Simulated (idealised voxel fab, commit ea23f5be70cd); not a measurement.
Presented below is a process module, voxel wiring stack.
Xsec cut, 205 nm wide, square cell size 5 nm.
Cross-section layout: square cells on a grid; listed as bands, top to bottom; a band spans one or more cell rows.
Basically the band line says how high the top is and how high the bottom is, in nm, and then what's in it from left to right, every material with its width in nm. Empty space shows up as "empty", and if a single material carries "full width" it runs the full band edge to edge.
Heights are expressed relative to 0, this being the level below which the as-received wafer comprises one material exclusively. The lowest band is unbounded in the downward direction and is denoted as in "0 -> down".
You'd read "30..40" like this: the band's top row of cells is as wide as the first number, its bottom row is as wide as the second, and going down, every row changes width by the same amount as the row before did.
What does "all unchanged" mean for a step? It means no cell of the cross-section changed in that step.
If an empty space has no open way to the top and is at least 8 cells in size, "Cavities, sealed" lists it, written width x height at distance, where distance is measured from the left edge and every value is in nm.
Text after the settings on a step's line: the simulator's own remark on that step.
overlay nm: mask offset rightward from planned place, masked step; negative means leftward offset.
### Below is the list of planned process steps
1 RECEIVE: material Si
2 CONFORMAL_DEP: material SiO2, thk nm 10
3 CONFORMAL_DEP: material SiN, thk nm 5
4 DIRECTIONAL_DEP: material SiO2, thk nm 20
5 DIRECTIONAL_DEP: material aC, thk nm 15
6 PATTERN: tone open, mask id METAL_1, material resist, width nm 25, pitch nm 50, thk nm 35, overlay nm 0
7 DIRECTIONAL_ETCH: etch materials aC, depth nm 15
8 STRIP: etch materials resist
9 DIRECTIONAL_ETCH: etch materials SiO2, depth nm 20
10 DIRECTIONAL_ETCH: etch materials SiN, depth nm 5
11 STRIP: etch materials aC
12 CONFORMAL_DEP: material TiN, thk nm 5
13 FILL_DEP: material W, thk nm 5
14 CMP: height nm 35
15 EPI: material Ru, thk nm 5
16 FILL_DEP: material SiCN, thk nm 5
17 DIRECTIONAL_DEP: material lowk, thk nm 35
18 MASKED_ETCH: tone open, mask id METAL_2_HOLES, width nm 15, pitch nm 50, etch materials lowk, depth nm 35, overlay nm 0
19 MASKED_ETCH: tone open, mask id METAL_2, width nm 25, pitch nm 50, etch materials lowk, depth nm 20, overlay nm 0
20 MASKED_ETCH: tone open, mask id METAL_2, width nm 25, pitch nm 50, etch materials SiCN, depth nm 5, overlay nm 0
21 CONFORMAL_DEP: material TiN, thk nm 5
22 FILL_DEP: material Cu, thk nm 10
23 CMP: height nm 80
24 CONFORMAL_DEP: material SiCN, thk nm 5
25 DIRECTIONAL_DEP: material SiO2, thk nm 30
26 PATTERN: tone open, mask id METAL_3_HOLES, material resist, width nm 15, pitch nm 50, thk nm 15, overlay nm 0
27 DIRECTIONAL_ETCH: etch materials SiO2, depth nm 30
28 STRIP: etch materials resist
29 DIRECTIONAL_DEP: material aC, thk nm 15
30 PATTERN: tone open, mask id METAL_3, material resist, width nm 25, pitch nm 50, thk nm 35, overlay nm 0
31 DIRECTIONAL_ETCH: etch materials aC, depth nm 15
32 STRIP: etch materials resist
33 DIRECTIONAL_ETCH: etch materials SiO2, depth nm 20
34 DIRECTIONAL_ETCH: etch materials SiCN, depth nm 5
35 STRIP: etch materials aC
36 CONFORMAL_DEP: material TiN, thk nm 5
37 FILL_DEP: material Ru, thk nm 10
38 CMP: height nm 115
39 CONFORMAL_DEP: material SiCN, thk nm 5
### Incoming wafer in cross-section (state: after step 1)
0 -> down = Si full width
Cavities, sealed: none
### Run as planned - first of the two wafers cross-sectioned at the end of the module
120 -> 115 = SiCN full width
115 -> 100 = 40 of SiO2  5 of TiN  15 of Ru  5 of TiN  25 of SiO2  5 of TiN  15 of Ru  5 of TiN  25 of SiO2  5 of TiN  15 of Ru  5 of TiN  40 of SiO2
100 -> 95 = 40 of SiO2  5 of TiN  5 of Ru  15 of TiN  25 of SiO2  5 of TiN  5 of Ru  15 of TiN  25 of SiO2  5 of TiN  5 of Ru  15 of TiN  40 of SiO2
95 -> 85 = 40 of SiO2  5 of TiN  5 of Ru  5 of TiN  35 of SiO2  5 of TiN  5 of Ru  5 of TiN  35 of SiO2  5 of TiN  5 of Ru  5 of TiN  50 of SiO2
85 -> 80 = 40 of SiCN  15 of TiN  35 of SiCN  15 of TiN  35 of SiCN  15 of TiN  50 of SiCN
80 -> 65 = 40 of lowk  5 of TiN  15 of Cu  5 of TiN  25 of lowk  5 of TiN  15 of Cu  5 of TiN  25 of lowk  5 of TiN  15 of Cu  5 of TiN  40 of lowk
65 -> 60 = 40 of lowk  5 of TiN  5 of Cu  15 of TiN  25 of lowk  5 of TiN  5 of Cu  15 of TiN  25 of lowk  5 of TiN  5 of Cu  15 of TiN  40 of lowk
60 -> 45 = 40 of lowk  5 of TiN  5 of Cu  5 of TiN  35 of lowk  5 of TiN  5 of Cu  5 of TiN  35 of lowk  5 of TiN  5 of Cu  5 of TiN  50 of lowk
45 -> 40 = 40 of SiCN  15 of TiN  35 of SiCN  15 of TiN  35 of SiCN  15 of TiN  50 of SiCN
40 -> 35 = 35 of SiCN  35 of Ru  15 of SiCN  35 of Ru  15 of SiCN  35 of Ru  35 of SiCN
35 -> 15 = 40 of SiO2  5 of TiN  15 of W  5 of TiN  25 of SiO2  5 of TiN  15 of W  5 of TiN  25 of SiO2  5 of TiN  15 of W  5 of TiN  40 of SiO2
15 -> 10 = 40 of SiN  25 of TiN  25 of SiN  25 of TiN  25 of SiN  25 of TiN  40 of SiN
10 -> 0 = SiO2 full width
0 -> down = Si full width
Cavities, sealed: none
### This is the second of the two wafers, cross-sectioned at the end of the module; it started exactly like the first and was given the same plan, but it was run with one mistake
120 -> 115 = SiCN full width
115 -> 100 = 40 of SiO2  5 of TiN  15 of Ru  5 of TiN  25 of SiO2  5 of TiN  15 of Ru  5 of TiN  25 of SiO2  5 of TiN  15 of Ru  5 of TiN  40 of SiO2
100 -> 95 = 40 of SiO2  5 of TiN  5 of Ru  15 of TiN  25 of SiO2  5 of TiN  5 of Ru  15 of TiN  25 of SiO2  5 of TiN  5 of Ru  15 of TiN  40 of SiO2
95 -> 85 = 40 of SiO2  5 of TiN  5 of Ru  5 of TiN  35 of SiO2  5 of TiN  5 of Ru  5 of TiN  35 of SiO2  5 of TiN  5 of Ru  5 of TiN  50 of SiO2
85 -> 80 = 40 of SiCN  15 of TiN  35 of SiCN  15 of TiN  35 of SiCN  15 of TiN  50 of SiCN
80 -> 45 = 40 of lowk  5 of TiN  15 of Cu  5 of TiN  25 of lowk  5 of TiN  15 of Cu  5 of TiN  25 of lowk  5 of TiN  15 of Cu  5 of TiN  40 of lowk
45 -> 40 = 40 of SiCN  25 of TiN  25 of SiCN  25 of TiN  25 of SiCN  25 of TiN  40 of SiCN
40 -> 35 = 35 of SiCN  35 of Ru  15 of SiCN  35 of Ru  15 of SiCN  35 of Ru  35 of SiCN
35 -> 15 = 40 of SiO2  5 of TiN  15 of W  5 of TiN  25 of SiO2  5 of TiN  15 of W  5 of TiN  25 of SiO2  5 of TiN  15 of W  5 of TiN  40 of SiO2
15 -> 10 = 40 of SiN  25 of TiN  25 of SiN  25 of TiN  25 of SiN  25 of TiN  40 of SiN
10 -> 0 = SiO2 full width
0 -> down = Si full width
Cavities, sealed: none
Deviation from plan: it should be noted that step 19 of the plan was executed twice
It is noted that, at the conclusion of processing, the second wafer exhibits a higher or lower cell count for certain materials relative to the first: Cu +24 | SiCN -6 | lowk -18
